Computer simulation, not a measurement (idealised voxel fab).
Process module heading - voxel lift off
Section cut is 275 nm wide and gridded with 5 nm square cells.
Think of the cross-section as a grid of square cells. We describe it in bands, top to bottom, and each band covers one or more rows of those cells. Look at the band entry: it leads with the top's height and the bottom's height in nm. Then it lists the materials left to right, with a width in nm for each. The word "throughout" on a single material says that material fills the band edge to edge. The word "blank" is empty space. The level at which height equals 0 is the one under which the wafer, as it arrives, is entirely one material. No lower edge exists for the bottom band, which continues downward and is notated as in "0 nm and below". You'd read "30->40" like this: the band's top row of cells is as wide as the first number, its bottom row is as wide as the second, and going down, every row changes width by the same amount as the row before did. "no alterations made" (step): cross-section cells unchanged, all of them. Voids not open to the top, 8 cells minimum: see "Listed closed voids". Written width x height at distance; distance is from the left edge; nm. It should be noted that, on the line of a given step, the content following the step's settings is a remark produced by the simulator itself with respect to that step. The setting "overlay nm" may be written on the line of a step. When the step uses a mask, the value reports how far to the right of the planned place the mask lay, and a negative value reports that it lay to the left.
## Intended process steps
1,RECEIVE: material Si
2,CONFORMAL_DEP: material Al2O3, thk nm 5
3,PATTERN: tone open, mask id LINES, material resist, width nm 25, pitch nm 45, thk nm 25, overlay nm 0
4,DIRECTIONAL_DEP: material Ru, thk nm 10
5,STRIP: etch materials resist
6,CONFORMAL_DEP: material SiCN, thk nm 10
## The first of a set of two wafers, run to plan
## The cross-section here shows the wafer as received, i.e. in its state after step 1
    0 nm and below | Si throughout
    Listed closed voids: none
## Step 2 complete: cross-section through the wafer
    5 nm to 0 nm | Al2O3 throughout
    All layers under 0 are left as they were.
## Step 3 complete: cross-section through the wafer
    30 nm to 5 nm | 80 nm resist, then 25 nm blank, then 20 nm resist, then 25 nm blank, then 20 nm resist, then 25 nm blank, then 80 nm resist
    All layers under 5 are left as they were.
## Step 4 complete: cross-section through the wafer
    40 nm to 30 nm | 80 nm Ru, then 25 nm blank, then 20 nm Ru, then 25 nm blank, then 20 nm Ru, then 25 nm blank, then 80 nm Ru
    30 nm to 15 nm | 80 nm resist, then 25 nm blank, then 20 nm resist, then 25 nm blank, then 20 nm resist, then 25 nm blank, then 80 nm resist
    15 nm to 5 nm | 80 nm resist, then 25 nm Ru, then 20 nm resist, then 25 nm Ru, then 20 nm resist, then 25 nm Ru, then 80 nm resist
    All layers under 5 are left as they were.
## Step 5 complete: cross-section through the wafer
    15 nm to 5 nm | 80 nm blank, then 25 nm Ru, then 20 nm blank, then 25 nm Ru, then 20 nm blank, then 25 nm Ru, then 80 nm blank
    All layers under 5 are left as they were.
## Step 6 complete: cross-section through the wafer
    25 nm to 15 nm | 70 nm blank, then 135 nm SiCN, then 70 nm blank
    15 nm to 5 nm | 80 nm SiCN, then 25 nm Ru, then 20 nm SiCN, then 25 nm Ru, then 20 nm SiCN, then 25 nm Ru, then 80 nm SiCN
    All layers under 5 are left as they were.
## Second wafer - shared start and plan with the first - one error in running - same as the first up to step 2 inclusive
## Planned end of step 3: second wafer, cross-section
    30 nm to 5 nm | 80 nm resist, then 30 nm blank, then 15 nm resist, then 30 nm blank, then 15 nm resist, then 30 nm blank, then 75 nm resist
    All layers under 5 are left as they were.
## Planned end of step 4: second wafer, cross-section
    40 nm to 30 nm | 80 nm Ru, then 30 nm blank, then 15 nm Ru, then 30 nm blank, then 15 nm Ru, then 30 nm blank, then 75 nm Ru
    30 nm to 15 nm | 80 nm resist, then 30 nm blank, then 15 nm resist, then 30 nm blank, then 15 nm resist, then 30 nm blank, then 75 nm resist
    15 nm to 5 nm | 80 nm resist, then 30 nm Ru, then 15 nm resist, then 30 nm Ru, then 15 nm resist, then 30 nm Ru, then 75 nm resist
    All layers under 5 are left as they were.
## Planned end of step 5: second wafer, cross-section
    15 nm to 5 nm | 80 nm blank, then 30 nm Ru, then 15 nm blank, then 30 nm Ru, then 15 nm blank, then 30 nm Ru, then 75 nm blank
    All layers under 5 are left as they were.
## Planned end of step 6: second wafer, cross-section
    25 nm to 15 nm | 70 nm blank, then 140 nm SiCN, then 65 nm blank
    15 nm to 5 nm | 80 nm SiCN, then 30 nm Ru, then 15 nm SiCN, then 30 nm Ru, then 15 nm SiCN, then 30 nm Ru, then 75 nm SiCN
    All layers under 5 are left as they were.
Deviation noted in wafer processing: note that step 3 departed from the planned setting and was carried out as PATTERN: tone open, mask id LINES, material resist, width nm 30, pitch nm 45, thk nm 25, overlay nm 0
Cell-count delta at end, second wafer over first, by material: Ru +6, SiCN -4
